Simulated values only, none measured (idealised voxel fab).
process module | voxel spacer lines
cross-section cut | 225 nm wide | cells 5 nm
A cross-section is a grid of square cells, given in bands from the top down. A band is one or more rows of cells.
Each band's line starts with the height of the band's top and of its bottom, in nm. Then come its materials from left to right, each with its width in nm. One material with "throughout" fills the band from edge to edge. "air" is empty space.
Height 0 is the level under which the wafer as received is all one material. The lowest band goes on downwards, as in "0 down".
A width such as "30 to 40" changes by the same amount from each row of cells to the next, from the band's top row to its bottom row.
"no change" after a step means that no cell of the cross-section changed.
closed voids: empty space of 8 cells or more with no open way to the top, each as width x height at its distance from the left edge, in nm
after a step's settings: what the simulator itself notes on the step
overlay nm, on a step with a mask: how far to the right of its planned place the mask lay; to the left if negative
plan
1 op RECEIVE | material Si
2 op CONFORMAL_DEP | material Al2O3 | thk nm 5
3 op DIRECTIONAL_DEP | material SiN | thk nm 10
4 op DIRECTIONAL_DEP | material polySi | thk nm 25
5 op PATTERN | tone cover | mask id MANDREL | material resist | width nm 25 | pitch nm 80 | thk nm 30 | overlay nm -15
6 op DIRECTIONAL_ETCH | etch materials polySi | depth nm 25
7 op STRIP | etch materials resist
8 op CONFORMAL_DEP | material SiO2 | thk nm 15
9 op DIRECTIONAL_ETCH | etch materials SiO2 | depth nm 15
10 op STRIP | etch materials polySi
11 op DIRECTIONAL_ETCH | etch materials SiN | depth nm 10
12 op STRIP | etch materials SiO2
13 op FILL_DEP | material SiO2 | thk nm 5
14 op CMP | height nm 15
varied across the wafers: overlay nm of step 5. The plan shows the first wafer's value. All wafers start alike
first wafer as received, after step 1
  0 down: Si throughout
  closed voids: none
each wafer at the end: cells of each material gained (+) or lost (-) since it was received, then its closed voids
overlay nm -15 | +45 Al2O3 | +24 SiN | +66 SiO2 | closed voids: none
overlay nm -10 | +45 Al2O3 | +24 SiN | +66 SiO2 | closed voids: none
overlay nm -5 | +45 Al2O3 | +24 SiN | +66 SiO2 | closed voids: none
overlay nm 0 | +45 Al2O3 | +24 SiN | +66 SiO2 | closed voids: none
overlay nm 5 | +45 Al2O3 | +24 SiN | +66 SiO2 | closed voids: none
overlay nm 10 | +45 Al2O3 | +24 SiN | +66 SiO2 | closed voids: none
overlay nm 15 | +45 Al2O3 | +24 SiN | +66 SiO2 | closed voids: none
